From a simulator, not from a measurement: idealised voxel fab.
process module | voxel double patterning
cross-section cut | 215 nm wide | cells 5 nm
A cross-section is a grid of square cells, given in bands from the top down. A band is one or more rows of cells.
Each band's line starts with the height of the band's top and of its bottom, in nm. Then come its materials from left to right, each with its width in nm. One material with "throughout" fills the band from edge to edge. "air" is empty space.
Height 0 is the level under which the wafer as received is all one material. The lowest band goes on downwards, as in "0 down".
A width such as "30 to 40" changes by the same amount from each row of cells to the next, from the band's top row to its bottom row.
"no change" after a step means that no cell of the cross-section changed.
closed voids: empty space of 8 cells or more with no open way to the top, each as width x height at its distance from the left edge, in nm
after a step's settings: what the simulator itself notes on the step
overlay nm, on a step with a mask: how far to the right of its planned place the mask lay; to the left if negative
plan
1 op RECEIVE | material Si
2 op CONFORMAL_DEP | material SiO2 | thk nm 5
3 op DIRECTIONAL_DEP | material TiN | thk nm 20
4 op DIRECTIONAL_DEP | material SiCN | thk nm 5
5 op PATTERN | tone open | mask id FIRST | material resist | width nm 15 | pitch nm 50 | thk nm 15 | overlay nm 0
6 op DIRECTIONAL_ETCH | etch materials SiCN | depth nm 5
7 op STRIP | etch materials resist
8 op PATTERN | tone open | mask id SECOND | material resist | width nm 15 | thk nm 20 | overlay nm 0
9 op DIRECTIONAL_ETCH | etch materials SiCN | depth nm 5
10 op STRIP | etch materials resist
11 op DIRECTIONAL_ETCH | etch materials TiN | depth nm 20
12 op STRIP | etch materials SiCN
as received, after step 1
  0 down: Si throughout
  closed voids: none
a wafer at the end: this start, this plan, one mistake
  30 to 25: SiCN 75 | air 15 | SiCN 10 | air 15 | SiCN 10 | air 15 | SiCN 75
  25 to 5: TiN 75 | air 15 | TiN 10 | air 15 | TiN 10 | air 15 | TiN 75
  5 to 0: SiO2 throughout
  0 down: Si throughout
  closed voids: none
what went wrong: step 12 was left out
